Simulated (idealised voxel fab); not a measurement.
process module | voxel gate over fins
cross-section cut | 270 nm wide | cells 5 nm
A cross-section is a grid of square cells, given in bands from the top down. A band is one or more rows of cells.
Each band's line starts with the height of the band's top and of its bottom, in nm. Then come its materials from left to right, each with its width in nm. One material with "throughout" fills the band from edge to edge. "air" is empty space.
Height 0 is the level under which the wafer as received is all one material. The lowest band goes on downwards, as in "0 down".
A width such as "30 to 40" changes by the same amount from each row of cells to the next, from the band's top row to its bottom row.
"no change" after a step means that no cell of the cross-section changed.
closed voids: empty space of 8 cells or more with no open way to the top, each as width x height at its distance from the left edge, in nm
after a step's settings: what the simulator itself notes on the step
overlay nm, on a step with a mask: how far to the right of its planned place the mask lay; to the left if negative
Each pair below shows a cross-section before one step and the cross-section after it, down to the lowest band that changed. The line under each pair gives the step between them, with its settings. The pairs can come from different runs of this module on the same starting wafer, so a pair continues from the pair above only where its "before" says so.
before
  0 down: Si throughout
  closed voids: none
after
  5 to 0: SiN throughout
  below 0: unchanged
  closed voids: none
the step between: op CONFORMAL_DEP | material SiN | thk nm 5
before: the cross-section after the pair above
after
  5 to 0: air 100 | SiN 15 | air 40 | SiN 15 | air 100
  below 0: unchanged
  closed voids: none
the step between: op MASKED_ETCH | tone cover | mask id FINS | width nm 15 | pitch nm 55 | etch materials SiN | depth nm 5 | overlay nm 0
before: the cross-section after the pair above
after
  5 to 0: air 100 | SiN 15 | air 40 | SiN 15 | air 100
  0 to -30: air 100 | Si 15 | air 40 | Si 15 | air 100
  below -30: unchanged
  closed voids: none
the step between: op MASKED_ETCH | tone cover | mask id FINS | width nm 15 | pitch nm 55 | etch materials Si | depth nm 30 | overlay nm 0
before: the cross-section after the pair above
after
  20 to 5: SiO2 throughout
  5 to 0: SiO2 100 | SiN 15 | SiO2 40 | SiN 15 | SiO2 100
  0 to -30: SiO2 100 | Si 15 | SiO2 40 | Si 15 | SiO2 100
  below -30: unchanged
  closed voids: none
the step between: op FILL_DEP | material SiO2 | thk nm 15
before: the cross-section after the pair above
after
  5 to 0: SiO2 100 | SiN 15 | SiO2 40 | SiN 15 | SiO2 100
  below 0: unchanged
  closed voids: none
the step between: op CMP | height nm 5
before: the cross-section after the pair above
after
  20 to 5: aC throughout
  below 5: unchanged
  closed voids: none
the step between: op DIRECTIONAL_DEP | material aC | thk nm 15
before: the cross-section after the pair above
after
  55 to 20: resist 125 | air 15 | resist 130
  below 20: unchanged
  closed voids: none
the step between: op PATTERN | tone open | mask id RAIL | material resist | width nm 15 | thk nm 35 | overlay nm 0
before: the cross-section after the pair above
after
  40 to 20: resist 125 | air 15 | resist 130
  20 to 5: aC 125 | air 15 | aC 130
  below 5: unchanged
  closed voids: none
the step between: op DIRECTIONAL_ETCH | etch materials aC | depth nm 15
before: the cross-section after the pair above
after
  20 to 5: aC 125 | air 15 | aC 130
  below 5: unchanged
  closed voids: none
the step between: op STRIP | etch materials resist
before: the cross-section after the pair above
after
  20 to 5: aC 125 | air 15 | aC 130
  5 to 0: SiO2 100 | SiN 15 | SiO2 10 | air 15 | SiO2 15 | SiN 15 | SiO2 100
  0 to -25: SiO2 100 | Si 15 | SiO2 10 | air 15 | SiO2 15 | Si 15 | SiO2 100
  below -25: unchanged
  closed voids: none
the step between: op DIRECTIONAL_ETCH | etch materials SiO2 | depth nm 30
before: the cross-section after the pair above
after
  5 to 0: SiO2 100 | SiN 15 | SiO2 10 | air 15 | SiO2 15 | SiN 15 | SiO2 100
  below 0: unchanged
  closed voids: none
the step between: op STRIP | etch materials aC
before: the cross-section after the pair above
after
  10 to 5: TiN 130 | air 5 | TiN 135
  5 to 0: SiO2 100 | SiN 15 | SiO2 10 | TiN 5 | air 5 | TiN 5 | SiO2 15 | SiN 15 | SiO2 100
  0 to -20: SiO2 100 | Si 15 | SiO2 10 | TiN 5 | air 5 | TiN 5 | SiO2 15 | Si 15 | SiO2 100
  -20 to -25: SiO2 100 | Si 15 | SiO2 10 | TiN 15 | SiO2 15 | Si 15 | SiO2 100
  below -25: unchanged
  closed voids: none
the step between: op CONFORMAL_DEP | material TiN | thk nm 5
before: the cross-section after the pair above
after
  15 to 10: Ru throughout
  10 to 5: TiN 130 | Ru 5 | TiN 135
  5 to 0: SiO2 100 | SiN 15 | SiO2 10 | TiN 5 | Ru 5 | TiN 5 | SiO2 15 | SiN 15 | SiO2 100
  0 to -20: SiO2 100 | Si 15 | SiO2 10 | TiN 5 | Ru 5 | TiN 5 | SiO2 15 | Si 15 | SiO2 100
  below -20: unchanged
  closed voids: none
the step between: op FILL_DEP | material Ru | thk nm 5
before: the cross-section after the pair above
after
  5 to 0: SiO2 100 | SiN 15 | SiO2 10 | TiN 5 | Ru 5 | TiN 5 | SiO2 15 | SiN 15 | SiO2 100
  below 0: unchanged
  closed voids: none
the step between: op CMP | height nm 5
before: the cross-section after the pair above
after
  5 to 0: SiO2 100 | SiN 15 | SiO2 10 | air 15 | SiO2 15 | SiN 15 | SiO2 100
  0 to -20: SiO2 100 | Si 15 | SiO2 10 | air 15 | SiO2 15 | Si 15 | SiO2 100
  below -20: unchanged
  closed voids: none
the step between: op SELECTIVE_ETCH | etch materials W Ru TiN | depth nm 25
before: the cross-section after the pair above
after
  10 to 5: SiO2 throughout
  5 to 0: SiO2 100 | SiN 15 | SiO2 40 | SiN 15 | SiO2 100
  0 to -20: SiO2 100 | Si 15 | SiO2 40 | Si 15 | SiO2 100
  below -20: unchanged
  closed voids: none
the step between: op FILL_DEP | material SiO2 | thk nm 5
before: the cross-section after the pair above
after
  5 to 0: SiO2 100 | SiN 15 | SiO2 40 | SiN 15 | SiO2 100
  below 0: unchanged
  closed voids: none
the step between: op CMP | height nm 5
before: the cross-section after the pair above
after
  5 to 0: air 100 | SiN 15 | air 40 | SiN 15 | air 100
  0 to -15: air 100 | Si 15 | air 40 | Si 15 | air 100
  below -15: unchanged
  closed voids: none
the step between: op SELECTIVE_ETCH | etch materials SiO2 | depth nm 20
before: the cross-section after the pair above
after
  0 to -15: air 100 | Si 15 | air 40 | Si 15 | air 100
  below -15: unchanged
  closed voids: none
the step between: op STRIP | etch materials SiN
before: the cross-section after the pair above
after
  5 to 0: air 95 | HfO2 25 | air 30 | HfO2 25 | air 95
  0 to -10: air 95 | HfO2 5 | Si 15 | HfO2 5 | air 30 | HfO2 5 | Si 15 | HfO2 5 | air 95
  -10 to -15: HfO2 100 | Si 15 | HfO2 40 | Si 15 | HfO2 100
  below -15: unchanged
  closed voids: none
the step between: op CONFORMAL_DEP | material HfO2 | thk nm 5
before: the cross-section after the pair above
after
  10 to 5: air 90 | TiN 35 | air 20 | TiN 35 | air 90
  5 to 0: air 90 | TiN 5 | HfO2 25 | TiN 5 | air 20 | TiN 5 | HfO2 25 | TiN 5 | air 90
  0 to -5: air 90 | TiN 5 | HfO2 5 | Si 15 | HfO2 5 | TiN 5 | air 20 | TiN 5 | HfO2 5 | Si 15 | HfO2 5 | TiN 5 | air 90
  -5 to -10: TiN 95 | HfO2 5 | Si 15 | HfO2 5 | TiN 30 | HfO2 5 | Si 15 | HfO2 5 | TiN 95
  below -10: unchanged
  closed voids: none
the step between: op CONFORMAL_DEP | material TiN | thk nm 5
before: the cross-section after the pair above
after
  20 to 10: W throughout
  10 to 5: W 90 | TiN 35 | W 20 | TiN 35 | W 90
  5 to 0: W 90 | TiN 5 | HfO2 25 | TiN 5 | W 20 | TiN 5 | HfO2 25 | TiN 5 | W 90
  0 to -5: W 90 | TiN 5 | HfO2 5 | Si 15 | HfO2 5 | TiN 5 | W 20 | TiN 5 | HfO2 5 | Si 15 | HfO2 5 | TiN 5 | W 90
  below -5: unchanged
  closed voids: none
the step between: op FILL_DEP | material W | thk nm 10
before: the cross-section after the pair above
after
  15 to 10: W throughout
  below 10: unchanged
  closed voids: none
the step between: op CMP | height nm 15
before: the cross-section after the pair above
after
  25 to 15: SiN throughout
  below 15: unchanged
  closed voids: none
the step between: op CONFORMAL_DEP | material SiN | thk nm 10
before
  0 to -15: air 100 | Si 15 | air 40 | Si 15 | air 100
  -15 to -20: SiO2 100 | Si 15 | SiO2 40 | Si 15 | SiO2 100
  -20 to -25: SiO2 100 | Si 15 | SiO2 10 | TiN 15 | SiO2 15 | Si 15 | SiO2 100
  -25 to -30: SiO2 100 | Si 15 | SiO2 40 | Si 15 | SiO2 100
  -30 down: Si throughout
  closed voids: none
after
  5 to 0: air 95 | TiN 25 | air 30 | TiN 25 | air 95
  0 to -10: air 95 | TiN 5 | Si 15 | TiN 5 | air 30 | TiN 5 | Si 15 | TiN 5 | air 95
  -10 to -15: TiN 100 | Si 15 | TiN 40 | Si 15 | TiN 100
  below -15: unchanged
  closed voids: none
the step between: op CONFORMAL_DEP | material TiN | thk nm 5
before: the cross-section after the pair above
after
  15 to 5: W throughout
  5 to 0: W 95 | TiN 25 | W 30 | TiN 25 | W 95
  0 to -10: W 95 | TiN 5 | Si 15 | TiN 5 | W 30 | TiN 5 | Si 15 | TiN 5 | W 95
  below -10: unchanged
  closed voids: none
the step between: op FILL_DEP | material W | thk nm 10
before: the cross-section after the pair above
after
  25 to 15: SiN throughout
  below 15: unchanged
  closed voids: none
the step between: op CONFORMAL_DEP | material SiN | thk nm 10
before
  5 to 0: air 100 | SiN 15 | air 40 | SiN 15 | air 100
  0 to -30: air 100 | Si 15 | air 40 | Si 15 | air 100
  -30 down: Si throughout
  closed voids: none
after
  5 to 0: air 100 | SiN 15 | air 40 | SiN 15 | air 100
  0 to -60: air 100 | Si 15 | air 40 | Si 15 | air 100
  below -60: unchanged
  closed voids: none
the step between: op MASKED_ETCH | tone cover | mask id FINS | width nm 15 | pitch nm 55 | etch materials Si | depth nm 30 | overlay nm 0
before: the cross-section after the pair above
after
  20 to 5: SiO2 throughout
  5 to 0: SiO2 100 | SiN 15 | SiO2 40 | SiN 15 | SiO2 100
  0 to -60: SiO2 100 | Si 15 | SiO2 40 | Si 15 | SiO2 100
  below -60: unchanged
  closed voids: none
the step between: op FILL_DEP | material SiO2 | thk nm 15
before: the cross-section after the pair above
after
  5 to 0: SiO2 100 | SiN 15 | SiO2 40 | SiN 15 | SiO2 100
  below 0: unchanged
  closed voids: none
the step between: op CMP | height nm 5
before: the cross-section after the pair above
after
  20 to 5: aC throughout
  below 5: unchanged
  closed voids: none
the step between: op DIRECTIONAL_DEP | material aC | thk nm 15
before: the cross-section after the pair above
after
  55 to 20: resist 125 | air 15 | resist 130
  below 20: unchanged
  closed voids: none
the step between: op PATTERN | tone open | mask id RAIL | material resist | width nm 15 | thk nm 35 | overlay nm 0
before: the cross-section after the pair above
after
  40 to 20: resist 125 | air 15 | resist 130
  20 to 5: aC 125 | air 15 | aC 130
  below 5: unchanged
  closed voids: none
the step between: op DIRECTIONAL_ETCH | etch materials aC | depth nm 15
before: the cross-section after the pair above
after
  20 to 5: aC 125 | air 15 | aC 130
  below 5: unchanged
  closed voids: none
the step between: op STRIP | etch materials resist
before: the cross-section after the pair above
after
  20 to 5: aC 125 | air 15 | aC 130
  5 to 0: SiO2 100 | SiN 15 | SiO2 10 | air 15 | SiO2 15 | SiN 15 | SiO2 100
  0 to -25: SiO2 100 | Si 15 | SiO2 10 | air 15 | SiO2 15 | Si 15 | SiO2 100
  below -25: unchanged
  closed voids: none
the step between: op DIRECTIONAL_ETCH | etch materials SiO2 | depth nm 30
before: the cross-section after the pair above
after
  5 to 0: SiO2 100 | SiN 15 | SiO2 10 | air 15 | SiO2 15 | SiN 15 | SiO2 100
  below 0: unchanged
  closed voids: none
the step between: op STRIP | etch materials aC
before: the cross-section after the pair above
after
  10 to 5: TiN 130 | air 5 | TiN 135
  5 to 0: SiO2 100 | SiN 15 | SiO2 10 | TiN 5 | air 5 | TiN 5 | SiO2 15 | SiN 15 | SiO2 100
  0 to -20: SiO2 100 | Si 15 | SiO2 10 | TiN 5 | air 5 | TiN 5 | SiO2 15 | Si 15 | SiO2 100
  -20 to -25: SiO2 100 | Si 15 | SiO2 10 | TiN 15 | SiO2 15 | Si 15 | SiO2 100
  below -25: unchanged
  closed voids: none
the step between: op CONFORMAL_DEP | material TiN | thk nm 5
before: the cross-section after the pair above
after
  15 to 10: Ru throughout
  10 to 5: TiN 130 | Ru 5 | TiN 135
  5 to 0: SiO2 100 | SiN 15 | SiO2 10 | TiN 5 | Ru 5 | TiN 5 | SiO2 15 | SiN 15 | SiO2 100
  0 to -20: SiO2 100 | Si 15 | SiO2 10 | TiN 5 | Ru 5 | TiN 5 | SiO2 15 | Si 15 | SiO2 100
  below -20: unchanged
  closed voids: none
the step between: op FILL_DEP | material Ru | thk nm 5
before: the cross-section after the pair above
after
  5 to 0: SiO2 100 | SiN 15 | SiO2 10 | TiN 5 | Ru 5 | TiN 5 | SiO2 15 | SiN 15 | SiO2 100
  below 0: unchanged
  closed voids: none
the step between: op CMP | height nm 5
before: the cross-section after the pair above
after
  5 to 0: SiO2 100 | SiN 15 | SiO2 10 | air 15 | SiO2 15 | SiN 15 | SiO2 100
  0 to -20: SiO2 100 | Si 15 | SiO2 10 | air 15 | SiO2 15 | Si 15 | SiO2 100
  below -20: unchanged
  closed voids: none
the step between: op SELECTIVE_ETCH | etch materials W Ru TiN | depth nm 25
before: the cross-section after the pair above
after
  10 to 5: SiO2 throughout
  5 to 0: SiO2 100 | SiN 15 | SiO2 40 | SiN 15 | SiO2 100
  0 to -20: SiO2 100 | Si 15 | SiO2 40 | Si 15 | SiO2 100
  below -20: unchanged
  closed voids: none
the step between: op FILL_DEP | material SiO2 | thk nm 5
before: the cross-section after the pair above
after
  5 to 0: SiO2 100 | SiN 15 | SiO2 40 | SiN 15 | SiO2 100
  below 0: unchanged
  closed voids: none
the step between: op CMP | height nm 5
before: the cross-section after the pair above
after
  5 to 0: air 100 | SiN 15 | air 40 | SiN 15 | air 100
  0 to -15: air 100 | Si 15 | air 40 | Si 15 | air 100
  below -15: unchanged
  closed voids: none
the step between: op SELECTIVE_ETCH | etch materials SiO2 | depth nm 20
before: the cross-section after the pair above
after
  0 to -15: air 100 | Si 15 | air 40 | Si 15 | air 100
  below -15: unchanged
  closed voids: none
the step between: op STRIP | etch materials SiN
before: the cross-section after the pair above
after
  5 to 0: air 95 | HfO2 25 | air 30 | HfO2 25 | air 95
  0 to -10: air 95 | HfO2 5 | Si 15 | HfO2 5 | air 30 | HfO2 5 | Si 15 | HfO2 5 | air 95
  -10 to -15: HfO2 100 | Si 15 | HfO2 40 | Si 15 | HfO2 100
  below -15: unchanged
  closed voids: none
the step between: op CONFORMAL_DEP | material HfO2 | thk nm 5
before: the cross-section after the pair above
after
  10 to 5: air 90 | TiN 35 | air 20 | TiN 35 | air 90
  5 to 0: air 90 | TiN 5 | HfO2 25 | TiN 5 | air 20 | TiN 5 | HfO2 25 | TiN 5 | air 90
  0 to -5: air 90 | TiN 5 | HfO2 5 | Si 15 | HfO2 5 | TiN 5 | air 20 | TiN 5 | HfO2 5 | Si 15 | HfO2 5 | TiN 5 | air 90
  -5 to -10: TiN 95 | HfO2 5 | Si 15 | HfO2 5 | TiN 30 | HfO2 5 | Si 15 | HfO2 5 | TiN 95
  below -10: unchanged
  closed voids: none
the step between: op CONFORMAL_DEP | material TiN | thk nm 5
before: the cross-section after the pair above
after
  20 to 10: W throughout
  10 to 5: W 90 | TiN 35 | W 20 | TiN 35 | W 90
  5 to 0: W 90 | TiN 5 | HfO2 25 | TiN 5 | W 20 | TiN 5 | HfO2 25 | TiN 5 | W 90
  0 to -5: W 90 | TiN 5 | HfO2 5 | Si 15 | HfO2 5 | TiN 5 | W 20 | TiN 5 | HfO2 5 | Si 15 | HfO2 5 | TiN 5 | W 90
  below -5: unchanged
  closed voids: none
the step between: op FILL_DEP | material W | thk nm 10
before: the cross-section after the pair above
after
  15 to 10: W throughout
  below 10: unchanged
  closed voids: none
the step between: op CMP | height nm 15
before: the cross-section after the pair above
after
  25 to 15: SiN throughout
  below 15: unchanged
  closed voids: none
the step between: op CONFORMAL_DEP | material SiN | thk nm 10
before
  5 to 0: SiO2 100 | SiN 15 | SiO2 40 | SiN 15 | SiO2 100
  0 to -20: SiO2 100 | Si 15 | SiO2 40 | Si 15 | SiO2 100
  -20 to -25: SiO2 100 | Si 15 | SiO2 10 | TiN 15 | SiO2 15 | Si 15 | SiO2 100
  -25 to -30: SiO2 100 | Si 15 | SiO2 40 | Si 15 | SiO2 100
  -30 down: Si throughout
  closed voids: none
after
  5 to 0: SiO2 100 | air 15 | SiO2 40 | air 15 | SiO2 100
  below 0: unchanged
  closed voids: none
the step between: op STRIP | etch materials SiN
before: the cross-section after the pair above
after
  0 to -15: air 100 | Si 15 | air 40 | Si 15 | air 100
  -15 to -20: SiO2 80 | air 20 | Si 15 | air 40 | Si 15 | air 20 | SiO2 80
  below -20: unchanged
  closed voids: none
the step between: op SELECTIVE_ETCH | etch materials SiO2 | depth nm 20
before: the cross-section after the pair above
after
  5 to 0: air 95 | HfO2 25 | air 30 | HfO2 25 | air 95
  0 to -10: air 95 | HfO2 5 | Si 15 | HfO2 5 | air 30 | HfO2 5 | Si 15 | HfO2 5 | air 95
  -10 to -15: HfO2 85 | air 10 | HfO2 5 | Si 15 | HfO2 5 | air 30 | HfO2 5 | Si 15 | HfO2 5 | air 10 | HfO2 85
  -15 to -20: SiO2 80 | HfO2 20 | Si 15 | HfO2 40 | Si 15 | HfO2 20 | SiO2 80
  below -20: unchanged
  closed voids: none
the step between: op CONFORMAL_DEP | material HfO2 | thk nm 5
before: the cross-section after the pair above
after
  10 to 5: air 90 | TiN 35 | air 20 | TiN 35 | air 90
  5 to 0: air 90 | TiN 5 | HfO2 25 | TiN 5 | air 20 | TiN 5 | HfO2 25 | TiN 5 | air 90
  0 to -5: air 90 | TiN 5 | HfO2 5 | Si 15 | HfO2 5 | TiN 5 | air 20 | TiN 5 | HfO2 5 | Si 15 | HfO2 5 | TiN 5 | air 90
  -5 to -10: TiN 95 | HfO2 5 | Si 15 | HfO2 5 | TiN 5 | air 20 | TiN 5 | HfO2 5 | Si 15 | HfO2 5 | TiN 95
  -10 to -15: HfO2 85 | TiN 10 | HfO2 5 | Si 15 | HfO2 5 | TiN 30 | HfO2 5 | Si 15 | HfO2 5 | TiN 10 | HfO2 85
  below -15: unchanged
  closed voids: none
the step between: op CONFORMAL_DEP | material TiN | thk nm 5
before: the cross-section after the pair above
after
  20 to 10: W throughout
  10 to 5: W 90 | TiN 35 | W 20 | TiN 35 | W 90
  5 to 0: W 90 | TiN 5 | HfO2 25 | TiN 5 | W 20 | TiN 5 | HfO2 25 | TiN 5 | W 90
  0 to -5: W 90 | TiN 5 | HfO2 5 | Si 15 | HfO2 5 | TiN 5 | W 20 | TiN 5 | HfO2 5 | Si 15 | HfO2 5 | TiN 5 | W 90
  -5 to -10: TiN 95 | HfO2 5 | Si 15 | HfO2 5 | TiN 5 | W 20 | TiN 5 | HfO2 5 | Si 15 | HfO2 5 | TiN 95
  below -10: unchanged
  closed voids: none
the step between: op FILL_DEP | material W | thk nm 10
before: the cross-section after the pair above
after
  15 to 10: W throughout
  below 10: unchanged
  closed voids: none
the step between: op CMP | height nm 15
before: the cross-section after the pair above
after
  25 to 15: SiN throughout
  below 15: unchanged
  closed voids: none
the step between: op CONFORMAL_DEP | material SiN | thk nm 10
before
  5 to 0: air 100 | SiN 15 | air 40 | SiN 15 | air 100
  0 down: Si throughout
  closed voids: none
after
  5 to 0: air 100 | SiN 15 | air 40 | SiN 15 | air 100
  0 to -35: air 100 | Si 15 | air 40 | Si 15 | air 100
  below -35: unchanged
  closed voids: none
the step between: op MASKED_ETCH | tone cover | mask id FINS | width nm 15 | pitch nm 55 | etch materials Si | depth nm 35 | overlay nm 0
before: the cross-section after the pair above
after
  20 to 5: SiO2 throughout
  5 to 0: SiO2 100 | SiN 15 | SiO2 40 | SiN 15 | SiO2 100
  0 to -35: SiO2 100 | Si 15 | SiO2 40 | Si 15 | SiO2 100
  below -35: unchanged
  closed voids: none
the step between: op FILL_DEP | material SiO2 | thk nm 15
before: the cross-section after the pair above
after
  5 to 0: SiO2 100 | SiN 15 | SiO2 40 | SiN 15 | SiO2 100
  below 0: unchanged
  closed voids: none
the step between: op CMP | height nm 5
before: the cross-section after the pair above
after
  20 to 5: aC throughout
  below 5: unchanged
  closed voids: none
the step between: op DIRECTIONAL_DEP | material aC | thk nm 15
before: the cross-section after the pair above
after
  55 to 20: resist 125 | air 15 | resist 130
  below 20: unchanged
  closed voids: none
the step between: op PATTERN | tone open | mask id RAIL | material resist | width nm 15 | thk nm 35 | overlay nm 0
before: the cross-section after the pair above
after
  40 to 20: resist 125 | air 15 | resist 130
  20 to 5: aC 125 | air 15 | aC 130
  below 5: unchanged
  closed voids: none
the step between: op DIRECTIONAL_ETCH | etch materials aC | depth nm 15
before: the cross-section after the pair above
after
  20 to 5: aC 125 | air 15 | aC 130
  below 5: unchanged
  closed voids: none
the step between: op STRIP | etch materials resist
before: the cross-section after the pair above
after
  20 to 5: aC 125 | air 15 | aC 130
  5 to 0: SiO2 100 | SiN 15 | SiO2 10 | air 15 | SiO2 15 | SiN 15 | SiO2 100
  0 to -25: SiO2 100 | Si 15 | SiO2 10 | air 15 | SiO2 15 | Si 15 | SiO2 100
  below -25: unchanged
  closed voids: none
the step between: op DIRECTIONAL_ETCH | etch materials SiO2 | depth nm 30
before: the cross-section after the pair above
after
  5 to 0: SiO2 100 | SiN 15 | SiO2 10 | air 15 | SiO2 15 | SiN 15 | SiO2 100
  below 0: unchanged
  closed voids: none
the step between: op STRIP | etch materials aC
before: the cross-section after the pair above
after
  10 to 5: TiN 130 | air 5 | TiN 135
  5 to 0: SiO2 100 | SiN 15 | SiO2 10 | TiN 5 | air 5 | TiN 5 | SiO2 15 | SiN 15 | SiO2 100
  0 to -20: SiO2 100 | Si 15 | SiO2 10 | TiN 5 | air 5 | TiN 5 | SiO2 15 | Si 15 | SiO2 100
  -20 to -25: SiO2 100 | Si 15 | SiO2 10 | TiN 15 | SiO2 15 | Si 15 | SiO2 100
  below -25: unchanged
  closed voids: none
the step between: op CONFORMAL_DEP | material TiN | thk nm 5
before: the cross-section after the pair above
after
  15 to 10: Ru throughout
  10 to 5: TiN 130 | Ru 5 | TiN 135
  5 to 0: SiO2 100 | SiN 15 | SiO2 10 | TiN 5 | Ru 5 | TiN 5 | SiO2 15 | SiN 15 | SiO2 100
  0 to -20: SiO2 100 | Si 15 | SiO2 10 | TiN 5 | Ru 5 | TiN 5 | SiO2 15 | Si 15 | SiO2 100
  below -20: unchanged
  closed voids: none
the step between: op FILL_DEP | material Ru | thk nm 5
before: the cross-section after the pair above
after
  5 to 0: SiO2 100 | SiN 15 | SiO2 10 | TiN 5 | Ru 5 | TiN 5 | SiO2 15 | SiN 15 | SiO2 100
  below 0: unchanged
  closed voids: none
the step between: op CMP | height nm 5
before: the cross-section after the pair above
after
  5 to 0: SiO2 100 | SiN 15 | SiO2 10 | air 15 | SiO2 15 | SiN 15 | SiO2 100
  0 to -20: SiO2 100 | Si 15 | SiO2 10 | air 15 | SiO2 15 | Si 15 | SiO2 100
  below -20: unchanged
  closed voids: none
the step between: op SELECTIVE_ETCH | etch materials W Ru TiN | depth nm 25
before: the cross-section after the pair above
after
  10 to 5: SiO2 throughout
  5 to 0: SiO2 100 | SiN 15 | SiO2 40 | SiN 15 | SiO2 100
  0 to -20: SiO2 100 | Si 15 | SiO2 40 | Si 15 | SiO2 100
  below -20: unchanged
  closed voids: none
the step between: op FILL_DEP | material SiO2 | thk nm 5
before: the cross-section after the pair above
after
  5 to 0: SiO2 100 | SiN 15 | SiO2 40 | SiN 15 | SiO2 100
  below 0: unchanged
  closed voids: none
the step between: op CMP | height nm 5
before: the cross-section after the pair above
after
  5 to 0: air 100 | SiN 15 | air 40 | SiN 15 | air 100
  0 to -15: air 100 | Si 15 | air 40 | Si 15 | air 100
  below -15: unchanged
  closed voids: none
the step between: op SELECTIVE_ETCH | etch materials SiO2 | depth nm 20
before: the cross-section after the pair above
after
  0 to -15: air 100 | Si 15 | air 40 | Si 15 | air 100
  below -15: unchanged
  closed voids: none
the step between: op STRIP | etch materials SiN
before: the cross-section after the pair above
after
  5 to 0: air 95 | HfO2 25 | air 30 | HfO2 25 | air 95
  0 to -10: air 95 | HfO2 5 | Si 15 | HfO2 5 | air 30 | HfO2 5 | Si 15 | HfO2 5 | air 95
  -10 to -15: HfO2 100 | Si 15 | HfO2 40 | Si 15 | HfO2 100
  below -15: unchanged
  closed voids: none
the step between: op CONFORMAL_DEP | material HfO2 | thk nm 5
before: the cross-section after the pair above
after
  10 to 5: air 90 | TiN 35 | air 20 | TiN 35 | air 90
  5 to 0: air 90 | TiN 5 | HfO2 25 | TiN 5 | air 20 | TiN 5 | HfO2 25 | TiN 5 | air 90
  0 to -5: air 90 | TiN 5 | HfO2 5 | Si 15 | HfO2 5 | TiN 5 | air 20 | TiN 5 | HfO2 5 | Si 15 | HfO2 5 | TiN 5 | air 90
  -5 to -10: TiN 95 | HfO2 5 | Si 15 | HfO2 5 | TiN 30 | HfO2 5 | Si 15 | HfO2 5 | TiN 95
  below -10: unchanged
  closed voids: none
the step between: op CONFORMAL_DEP | material TiN | thk nm 5
before: the cross-section after the pair above
after
  20 to 10: W throughout
  10 to 5: W 90 | TiN 35 | W 20 | TiN 35 | W 90
  5 to 0: W 90 | TiN 5 | HfO2 25 | TiN 5 | W 20 | TiN 5 | HfO2 25 | TiN 5 | W 90
  0 to -5: W 90 | TiN 5 | HfO2 5 | Si 15 | HfO2 5 | TiN 5 | W 20 | TiN 5 | HfO2 5 | Si 15 | HfO2 5 | TiN 5 | W 90
  below -5: unchanged
  closed voids: none
the step between: op FILL_DEP | material W | thk nm 10
before: the cross-section after the pair above
after
  15 to 10: W throughout
  below 10: unchanged
  closed voids: none
the step between: op CMP | height nm 15
before: the cross-section after the pair above
after
  25 to 15: SiN throughout
  below 15: unchanged
  closed voids: none
the step between: op CONFORMAL_DEP | material SiN | thk nm 10
before
  20 to 5: aC throughout
  5 to 0: SiO2 100 | SiN 15 | SiO2 40 | SiN 15 | SiO2 100
  0 to -30: SiO2 100 | Si 15 | SiO2 40 | Si 15 | SiO2 100
  -30 down: Si throughout
  closed voids: none
after
  55 to 20: resist 125 | air 20 | resist 125
  below 20: unchanged
  closed voids: none
the step between: op PATTERN | tone open | mask id RAIL | material resist | width nm 20 | thk nm 35 | overlay nm 0
before: the cross-section after the pair above
after
  40 to 20: resist 125 | air 20 | resist 125
  20 to 5: aC 125 | air 20 | aC 125
  below 5: unchanged
  closed voids: none
the step between: op DIRECTIONAL_ETCH | etch materials aC | depth nm 15
before: the cross-section after the pair above
after
  20 to 5: aC 125 | air 20 | aC 125
  below 5: unchanged
  closed voids: none
the step between: op STRIP | etch materials resist
before: the cross-section after the pair above
after
  20 to 5: aC 125 | air 20 | aC 125
  5 to 0: SiO2 100 | SiN 15 | SiO2 10 | air 20 | SiO2 10 | SiN 15 | SiO2 100
  0 to -25: SiO2 100 | Si 15 | SiO2 10 | air 20 | SiO2 10 | Si 15 | SiO2 100
  below -25: unchanged
  closed voids: none
the step between: op DIRECTIONAL_ETCH | etch materials SiO2 | depth nm 30
before: the cross-section after the pair above
after
  5 to 0: SiO2 100 | SiN 15 | SiO2 10 | air 20 | SiO2 10 | SiN 15 | SiO2 100
  below 0: unchanged
  closed voids: none
the step between: op STRIP | etch materials aC
before: the cross-section after the pair above
after
  10 to 5: TiN 130 | air 10 | TiN 130
  5 to 0: SiO2 100 | SiN 15 | SiO2 10 | TiN 5 | air 10 | TiN 5 | SiO2 10 | SiN 15 | SiO2 100
  0 to -20: SiO2 100 | Si 15 | SiO2 10 | TiN 5 | air 10 | TiN 5 | SiO2 10 | Si 15 | SiO2 100
  -20 to -25: SiO2 100 | Si 15 | SiO2 10 | TiN 20 | SiO2 10 | Si 15 | SiO2 100
  below -25: unchanged
  closed voids: none
the step between: op CONFORMAL_DEP | material TiN | thk nm 5
before: the cross-section after the pair above
after
  15 to 10: Ru throughout
  10 to 5: TiN 130 | Ru 10 | TiN 130
  5 to 0: SiO2 100 | SiN 15 | SiO2 10 | TiN 5 | Ru 10 | TiN 5 | SiO2 10 | SiN 15 | SiO2 100
  0 to -20: SiO2 100 | Si 15 | SiO2 10 | TiN 5 | Ru 10 | TiN 5 | SiO2 10 | Si 15 | SiO2 100
  below -20: unchanged
  closed voids: none
the step between: op FILL_DEP | material Ru | thk nm 5
before: the cross-section after the pair above
after
  5 to 0: SiO2 100 | SiN 15 | SiO2 10 | TiN 5 | Ru 10 | TiN 5 | SiO2 10 | SiN 15 | SiO2 100
  below 0: unchanged
  closed voids: none
the step between: op CMP | height nm 5
before: the cross-section after the pair above
after
  5 to 0: SiO2 100 | SiN 15 | SiO2 10 | air 20 | SiO2 10 | SiN 15 | SiO2 100
  0 to -20: SiO2 100 | Si 15 | SiO2 10 | air 20 | SiO2 10 | Si 15 | SiO2 100
  below -20: unchanged
  closed voids: none
the step between: op SELECTIVE_ETCH | etch materials W Ru TiN | depth nm 25
before: the cross-section after the pair above
after
  10 to 5: SiO2 throughout
  5 to 0: SiO2 100 | SiN 15 | SiO2 40 | SiN 15 | SiO2 100
  0 to -20: SiO2 100 | Si 15 | SiO2 40 | Si 15 | SiO2 100
  below -20: unchanged
  closed voids: none
the step between: op FILL_DEP | material SiO2 | thk nm 5
before: the cross-section after the pair above
after
  5 to 0: SiO2 100 | SiN 15 | SiO2 40 | SiN 15 | SiO2 100
  below 0: unchanged
  closed voids: none
the step between: op CMP | height nm 5
before: the cross-section after the pair above
after
  5 to 0: air 100 | SiN 15 | air 40 | SiN 15 | air 100
  0 to -15: air 100 | Si 15 | air 40 | Si 15 | air 100
  below -15: unchanged
  closed voids: none
the step between: op SELECTIVE_ETCH | etch materials SiO2 | depth nm 20
before: the cross-section after the pair above
after
  0 to -15: air 100 | Si 15 | air 40 | Si 15 | air 100
  below -15: unchanged
  closed voids: none
the step between: op STRIP | etch materials SiN
